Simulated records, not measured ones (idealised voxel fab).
Presented below is a process module, voxel ribs on slabs.
Square cell edge 5 nm, section width 190 nm, ID cut.
Throughout this document, each cross-section is represented as a grid of square cells and is presented as a sequence of bands enumerated from the top downward, where a band comprises one or more rows of cells. Top height, bottom height, nm. Materials left to right, width each, nm. Single material + "throughout" = fills band edge to edge. "empty" = empty. Below 0: as-received wafer, all one material; heights counted from there. Lowest band: no bottom, goes on down, written "z 0 and below". Think of "30..40" as a width that walks from the first number to the second as you go down the band, top row to bottom row, taking equal-sized steps from row to row. You'll sometimes find "no modification" written for a step, and that's the way of saying that nowhere in the cross-section did a cell change during that step. Empty spaces without an open route to the top, at least 8 cells in extent, make up the entry "Unvented cavities"; each is given as width x height at distance, where the distance is measured from the left edge, and all are in nm. What comes after the settings on a step's line is commentary from the simulator itself on that step. What "overlay nm" on a step's line means: if the step has a mask, that mask lay this far to the right of its planned place, or, when the value is negative, to the left.
[plan]
1 RECEIVE | material Si
2 DIRECTIONAL_DEP | material SiO2 | thk nm 25
3 DIRECTIONAL_DEP | material polySi | thk nm 25
4 DIRECTIONAL_DEP | material aC | thk nm 15
5 PATTERN | tone cover | mask id RIB | material resist | width nm 30 | thk nm 35 | overlay nm 0
6 DIRECTIONAL_ETCH | etch materials aC | depth nm 15
7 STRIP | etch materials resist
8 DIRECTIONAL_ETCH | etch materials polySi | depth nm 10
9 STRIP | etch materials aC
10 MASKED_ETCH | tone cover | mask id SLAB | width nm 90 | etch materials polySi | depth nm 15 | overlay nm 0
11 FILL_DEP | material SiO2 | thk nm 20
12 CMP | height nm 65
13 DIRECTIONAL_DEP | material W | thk nm 5
14 PATTERN | tone cover | mask id HEATER | material resist | width nm 40 | thk nm 15 | overlay nm 0
15 DIRECTIONAL_ETCH | etch materials W | depth nm 5
16 STRIP | etch materials resist
17 CONFORMAL_DEP | material SiO2 | thk nm 5
[Cross-section: wafer on arrival = after step 1]
> z 0 and below: Si throughout
> Unvented cavities: none
[Run as planned - first of the two wafers cross-sectioned at the end of the module]
> z 75 to 70: empty (70), SiO2 (50), empty (70)
> z 70 to 65: SiO2 (75), W (40), SiO2 (75)
> z 65 to 50: SiO2 throughout
> z 50 to 40: SiO2 (80), polySi (30), SiO2 (80)
> z 40 to 25: SiO2 (50), polySi (90), SiO2 (50)
> z 25 to 0: SiO2 throughout
> z 0 and below: Si throughout
> Unvented cavities: none
[Cross-section of the latter of the two wafers at module completion. It had an identical start and an identical plan to the former; in running it, one mistake was made]
> z 75 to 70: empty (70), SiO2 (50), empty (70)
> z 70 to 65: SiO2 (75), W (40), SiO2 (75)
> z 65 to 55: SiO2 throughout
> z 55 to 40: SiO2 (50), polySi (90), SiO2 (50)
> z 40 to 25: aC throughout
> z 25 to 0: SiO2 throughout
> z 0 and below: Si throughout
> Unvented cavities: none
The plan and the run diverged here: mixed up steps 3 and 4 - ran each in the other's place
Bottom line after processing is that, in cells, the second wafer is up or down on some materials versus the first: 102 fewer of SiO2, 114 more of aC, 12 fewer of polySi
